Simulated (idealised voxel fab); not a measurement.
The following process module bears the name voxel air gaps.
The cross-section shown here is cut; it is 235 nm wide and divided into square cells measuring 5 nm on a side.
Throughout this document, each cross-section is represented as a grid of square cells and is presented as a sequence of bands enumerated from the top downward, where a band comprises one or more rows of cells. What a band's entry tells you: where the top is and where the bottom is, as heights in nm, and after that what lies inside, material by material from left to right, each with its width in nm. Empty space is written as the word "blank", and a single material marked with the word "edge to edge" occupies the band from edge to edge. Ref level 0: as-received wafer is one material below here. Bottom band extends down with no lower bound ("top 0, no bottom"). A width such as "30 to 40" changes by the same amount from each row of cells to the next, from the band's top row to its bottom row. For the purposes of this document, the phrase "no alteration" attached to a step denotes that no cell within the cross-section was modified by that step. Basically, "Encapsulated voids" tells you about the enclosed voids: empty spaces with no open way to the top, 8 cells or bigger, each written width x height at distance, where distance is from the left edge, all in nm. Note: text after step settings on the step line = simulator remark on that step. The line of a step may include "overlay nm". On a step with a mask, this value is how far to the right of its planned place the mask lay. A negative value means the mask lay to the left.
[The following list gives the planned process steps]
1) RECEIVE (material Si)
2) CONFORMAL_DEP (material SiO2; thk nm 15)
3) CONFORMAL_DEP (material SiCN; thk nm 5)
4) DIRECTIONAL_DEP (material SiO2; thk nm 35)
5) DIRECTIONAL_DEP (material aC; thk nm 10)
6) PATTERN (tone open; mask id LINES; material resist; width nm 25; pitch nm 50; thk nm 25; overlay nm 0)
7) DIRECTIONAL_ETCH (etch materials aC; depth nm 10)
8) STRIP (etch materials resist)
9) DIRECTIONAL_ETCH (etch materials SiO2; depth nm 35)
10) STRIP (etch materials aC)
11) CONFORMAL_DEP (material TiN; thk nm 5)
12) FILL_DEP (material Cu; thk nm 10)
13) CMP (height nm 55)
14) EPI (material Ru; thk nm 10)
15) SELECTIVE_ETCH (etch materials SiO2; depth nm 45)
16) CONFORMAL_DEP (material SiCN; thk nm 5)
[So this is the incoming wafer in cross-section - it's already been through step 1]
    top 0, no bottom = Si edge to edge
    Encapsulated voids: none
[Wafer cross-section at end of module: start and plan as shown above, one execution error]
    top 60, bottom 55 = blank 40 nm, then SiCN 155 nm, then blank 40 nm
    top 55, bottom 45 = blank 40 nm, then SiCN 5 nm, then Ru 45 nm, then SiCN 5 nm, then Ru 45 nm, then SiCN 5 nm, then Ru 45 nm, then SiCN 5 nm, then blank 40 nm
    top 45, bottom 40 = blank 40 nm, then SiCN 15 nm, then TiN 5 nm, then Cu 15 nm, then TiN 5 nm, then SiCN 25 nm, then TiN 5 nm, then Cu 15 nm, then TiN 5 nm, then SiCN 25 nm, then TiN 5 nm, then Cu 15 nm, then TiN 5 nm, then SiCN 15 nm, then blank 40 nm
    top 40, bottom 25 = blank 50 nm, then SiCN 5 nm, then TiN 5 nm, then Cu 15 nm, then TiN 5 nm, then SiCN 5 nm, then blank 15 nm, then SiCN 5 nm, then TiN 5 nm, then Cu 15 nm, then TiN 5 nm, then SiCN 5 nm, then blank 15 nm, then SiCN 5 nm, then TiN 5 nm, then Cu 15 nm, then TiN 5 nm, then SiCN 5 nm, then blank 50 nm
    top 25, bottom 20 = SiCN 55 nm, then TiN 25 nm, then SiCN 25 nm, then TiN 25 nm, then SiCN 25 nm, then TiN 25 nm, then SiCN 55 nm
    top 20, bottom 15 = SiCN edge to edge
    top 15, bottom 0 = SiO2 edge to edge
    top 0, no bottom = Si edge to edge
    Encapsulated voids: 15 x 15 at 85; 15 x 15 at 135
It is concluded that the wafer was processed incorrectly with respect to the plan, in that rather than as planned, step 13 actually ran as CMP (height nm 45)
